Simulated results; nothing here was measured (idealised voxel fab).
process module | voxel released beams
cross-section cut | 270 nm wide | cells 5 nm
A cross-section is a grid of square cells, given in bands from the top down. A band is one or more rows of cells.
Each band's line starts with the height of the band's top and of its bottom, in nm. Then come its materials from left to right, each with its width in nm. One material with "throughout" fills the band from edge to edge. "air" is empty space.
Height 0 is the level under which the wafer as received is all one material. The lowest band goes on downwards, as in "0 down".
A width such as "30 to 40" changes by the same amount from each row of cells to the next, from the band's top row to its bottom row.
"no change" after a step means that no cell of the cross-section changed.
closed voids: empty space of 8 cells or more with no open way to the top, each as width x height at its distance from the left edge, in nm
after a step's settings: what the simulator itself notes on the step
overlay nm, on a step with a mask: how far to the right of its planned place the mask lay; to the left if negative
plan
1 op RECEIVE | material Si
2 op CONFORMAL_DEP | material Al2O3 | thk nm 5
3 op DIRECTIONAL_DEP | material SiO2 | thk nm 10
4 op MASKED_ETCH | tone open | mask id ANCHOR | width nm 25 | etch materials SiO2 | depth nm 10 | overlay nm 0
5 op CONFORMAL_DEP | material W | thk nm 10
6 op MASKED_ETCH | tone cover | mask id BEAM | width nm 105 | etch materials W | depth nm 10 | overlay nm 0
7 op STRIP | etch materials SiO2
as received, after step 1
  0 down: Si throughout
  closed voids: none
first wafer at the end, as planned
  25 to 15: air 80 | W 15 | air 5 | W 85 | air 85
  15 to 5: air 85 | W 25 | air 160
  5 to 0: Al2O3 throughout
  0 down: Si throughout
  closed voids: none
second wafer at the end: like start, like plan, one mistake
  20 to 15: air 80 | W 15 | air 5 | W 85 | air 85
  15 to 5: air 80 to 85 | W 105 to 25 | air 85 to 160
  5 to 0: Al2O3 throughout
  0 down: Si throughout
  closed voids: none
what went wrong: step 3 ran as: op DIRECTIONAL_DEP | material SiO2 | thk nm 5
at the end the second wafer has, in cells: 4 fewer of W
